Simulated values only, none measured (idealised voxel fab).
Proc. module: voxel fin reveal
Cross-section cut spans 210 nm and uses square cells 5 nm in size.
Cross-section = grid of square cells, listed top down in bands; band = one or more rows. Top height, bottom height, nm. Materials left to right, width each, nm. Single material + "throughout" = fills band edge to edge. "empty" = empty. Heights are reckoned from 0. Under this level, the received wafer is all of one material. The bottommost band is open-ended downward, for example "0..down". Width: "30 to 40" (first number = top row, second number = bottom row, same change from row to row of cells). It should be understood that the words "nothing different", when stated for a given step, signify that the cross-section underwent no change in any of its cells during that step. For the entry "Closed-off voids", the listed items are empty spaces with no open way to the top whose size is 8 cells or more; each item follows the pattern width x height at distance, where distance is from the left edge and all three are in nm. after a step's settings: what the simulator itself notes on the step. "overlay nm", when on a step's line for a step with a mask, measures how far to the right of its planned place the mask lay; a negative measure means to the left.

-- Process steps (planned)
1: RECEIVE,material Si
2: CONFORMAL_DEP,material SiN,thk nm 5
3: PATTERN,tone cover,mask id FINS,material resist,width nm 15,pitch nm 40,thk nm 20,overlay nm 0
4: DIRECTIONAL_ETCH,etch materials SiN,depth nm 5
5: DIRECTIONAL_ETCH,etch materials Si,depth nm 35
6: STRIP,etch materials resist
7: FILL_DEP,material SiO2,thk nm 5
8: CMP,height nm 5
9: SELECTIVE_ETCH,etch materials SiO2,depth nm 30
10: STRIP,etch materials SiN
11: CONFORMAL_DEP,material HfO2,thk nm 5

-- First of two wafers: run as planned

-- Received-state cross-section, reflecting completion of step 1
0..down: Si throughout
Closed-off voids: none

-- Step 2 done - wafer cross-section
5..0: SiN throughout
Under the height 0 nothing was changed.

-- Step 3 done - wafer cross-section
25..5: empty 35 nm, resist 15 nm, empty 25 nm, resist 15 nm, empty 25 nm, resist 15 nm, empty 25 nm, resist 15 nm, empty 40 nm
Under the height 5 nothing was changed.

-- Step 4 done - wafer cross-section
25..5: empty 35 nm, resist 15 nm, empty 25 nm, resist 15 nm, empty 25 nm, resist 15 nm, empty 25 nm, resist 15 nm, empty 40 nm
5..0: empty 35 nm, SiN 15 nm, empty 25 nm, SiN 15 nm, empty 25 nm, SiN 15 nm, empty 25 nm, SiN 15 nm, empty 40 nm
Under the height 0 nothing was changed.

-- Step 5 done - wafer cross-section
25..5: empty 35 nm, resist 15 nm, empty 25 nm, resist 15 nm, empty 25 nm, resist 15 nm, empty 25 nm, resist 15 nm, empty 40 nm
5..0: empty 35 nm, SiN 15 nm, empty 25 nm, SiN 15 nm, empty 25 nm, SiN 15 nm, empty 25 nm, SiN 15 nm, empty 40 nm
0..-35: empty 35 nm, Si 15 nm, empty 25 nm, Si 15 nm, empty 25 nm, Si 15 nm, empty 25 nm, Si 15 nm, empty 40 nm
Under the height -35 nothing was changed.

-- Step 6 done - wafer cross-section
5..0: empty 35 nm, SiN 15 nm, empty 25 nm, SiN 15 nm, empty 25 nm, SiN 15 nm, empty 25 nm, SiN 15 nm, empty 40 nm
Under the height 0 nothing was changed.

-- Step 7 done - wafer cross-section
10..5: SiO2 throughout
5..0: SiO2 35 nm, SiN 15 nm, SiO2 25 nm, SiN 15 nm, SiO2 25 nm, SiN 15 nm, SiO2 25 nm, SiN 15 nm, SiO2 40 nm
0..-35: SiO2 35 nm, Si 15 nm, SiO2 25 nm, Si 15 nm, SiO2 25 nm, Si 15 nm, SiO2 25 nm, Si 15 nm, SiO2 40 nm
Under the height -35 nothing was changed.

-- Step 8 done - wafer cross-section
5..0: SiO2 35 nm, SiN 15 nm, SiO2 25 nm, SiN 15 nm, SiO2 25 nm, SiN 15 nm, SiO2 25 nm, SiN 15 nm, SiO2 40 nm
Under the height 0 nothing was changed.

-- Step 9 done - wafer cross-section
5..0: empty 35 nm, SiN 15 nm, empty 25 nm, SiN 15 nm, empty 25 nm, SiN 15 nm, empty 25 nm, SiN 15 nm, empty 40 nm
0..-25: empty 35 nm, Si 15 nm, empty 25 nm, Si 15 nm, empty 25 nm, Si 15 nm, empty 25 nm, Si 15 nm, empty 40 nm
Under the height -25 nothing was changed.

-- Step 10 done - wafer cross-section
0..-25: empty 35 nm, Si 15 nm, empty 25 nm, Si 15 nm, empty 25 nm, Si 15 nm, empty 25 nm, Si 15 nm, empty 40 nm
Under the height -25 nothing was changed.

-- Step 11 done - wafer cross-section
5..0: empty 30 nm, HfO2 25 nm, empty 15 nm, HfO2 25 nm, empty 15 nm, HfO2 25 nm, empty 15 nm, HfO2 25 nm, empty 35 nm
0..-20: empty 30 nm, HfO2 5 nm, Si 15 nm, HfO2 5 nm, empty 15 nm, HfO2 5 nm, Si 15 nm, HfO2 5 nm, empty 15 nm, HfO2 5 nm, Si 15 nm, HfO2 5 nm, empty 15 nm, HfO2 5 nm, Si 15 nm, HfO2 5 nm, empty 35 nm
-20..-25: HfO2 35 nm, Si 15 nm, HfO2 25 nm, Si 15 nm, HfO2 25 nm, Si 15 nm, HfO2 25 nm, Si 15 nm, HfO2 40 nm
Under the height -25 nothing was changed.

-- Wafer two of two - same starting point, same process plan, one mistake in execution; matches wafer one up to and including step 2

-- Planned end of step 3: second wafer, cross-section
25..5: empty 40 nm, resist 15 nm, empty 25 nm, resist 15 nm, empty 25 nm, resist 15 nm, empty 25 nm, resist 15 nm, empty 35 nm
Under the height 5 nothing was changed.

-- Planned end of step 4: second wafer, cross-section
25..5: empty 40 nm, resist 15 nm, empty 25 nm, resist 15 nm, empty 25 nm, resist 15 nm, empty 25 nm, resist 15 nm, empty 35 nm
5..0: empty 40 nm, SiN 15 nm, empty 25 nm, SiN 15 nm, empty 25 nm, SiN 15 nm, empty 25 nm, SiN 15 nm, empty 35 nm
Under the height 0 nothing was changed.

-- Planned end of step 5: second wafer, cross-section
25..5: empty 40 nm, resist 15 nm, empty 25 nm, resist 15 nm, empty 25 nm, resist 15 nm, empty 25 nm, resist 15 nm, empty 35 nm
5..0: empty 40 nm, SiN 15 nm, empty 25 nm, SiN 15 nm, empty 25 nm, SiN 15 nm, empty 25 nm, SiN 15 nm, empty 35 nm
0..-35: empty 40 nm, Si 15 nm, empty 25 nm, Si 15 nm, empty 25 nm, Si 15 nm, empty 25 nm, Si 15 nm, empty 35 nm
Under the height -35 nothing was changed.

-- Planned end of step 6: second wafer, cross-section
5..0: empty 40 nm, SiN 15 nm, empty 25 nm, SiN 15 nm, empty 25 nm, SiN 15 nm, empty 25 nm, SiN 15 nm, empty 35 nm
Under the height 0 nothing was changed.

-- Planned end of step 7: second wafer, cross-section
10..5: SiO2 throughout
5..0: SiO2 40 nm, SiN 15 nm, SiO2 25 nm, SiN 15 nm, SiO2 25 nm, SiN 15 nm, SiO2 25 nm, SiN 15 nm, SiO2 35 nm
0..-35: SiO2 40 nm, Si 15 nm, SiO2 25 nm, Si 15 nm, SiO2 25 nm, Si 15 nm, SiO2 25 nm, Si 15 nm, SiO2 35 nm
Under the height -35 nothing was changed.

-- Planned end of step 8: second wafer, cross-section
5..0: SiO2 40 nm, SiN 15 nm, SiO2 25 nm, SiN 15 nm, SiO2 25 nm, SiN 15 nm, SiO2 25 nm, SiN 15 nm, SiO2 35 nm
Under the height 0 nothing was changed.

-- Planned end of step 9: second wafer, cross-section
5..0: empty 40 nm, SiN 15 nm, empty 25 nm, SiN 15 nm, empty 25 nm, SiN 15 nm, empty 25 nm, SiN 15 nm, empty 35 nm
0..-25: empty 40 nm, Si 15 nm, empty 25 nm, Si 15 nm, empty 25 nm, Si 15 nm, empty 25 nm, Si 15 nm, empty 35 nm
Under the height -25 nothing was changed.

-- Planned end of step 10: second wafer, cross-section
0..-25: empty 40 nm, Si 15 nm, empty 25 nm, Si 15 nm, empty 25 nm, Si 15 nm, empty 25 nm, Si 15 nm, empty 35 nm
Under the height -25 nothing was changed.

-- Planned end of step 11: second wafer, cross-section
5..0: empty 35 nm, HfO2 25 nm, empty 15 nm, HfO2 25 nm, empty 15 nm, HfO2 25 nm, empty 15 nm, HfO2 25 nm, empty 30 nm
0..-20: empty 35 nm, HfO2 5 nm, Si 15 nm, HfO2 5 nm, empty 15 nm, HfO2 5 nm, Si 15 nm, HfO2 5 nm, empty 15 nm, HfO2 5 nm, Si 15 nm, HfO2 5 nm, empty 15 nm, HfO2 5 nm, Si 15 nm, HfO2 5 nm, empty 30 nm
-20..-25: HfO2 40 nm, Si 15 nm, HfO2 25 nm, Si 15 nm, HfO2 25 nm, Si 15 nm, HfO2 25 nm, Si 15 nm, HfO2 35 nm
Under the height -25 nothing was changed.
What was the processing mistake? heads up, step 3 didn't go per plan, it actually ran as PATTERN,tone cover,mask id FINS,material resist,width nm 15,pitch nm 40,thk nm 20,overlay nm 5
Both wafers, final: cells per material equal; arrangement not.
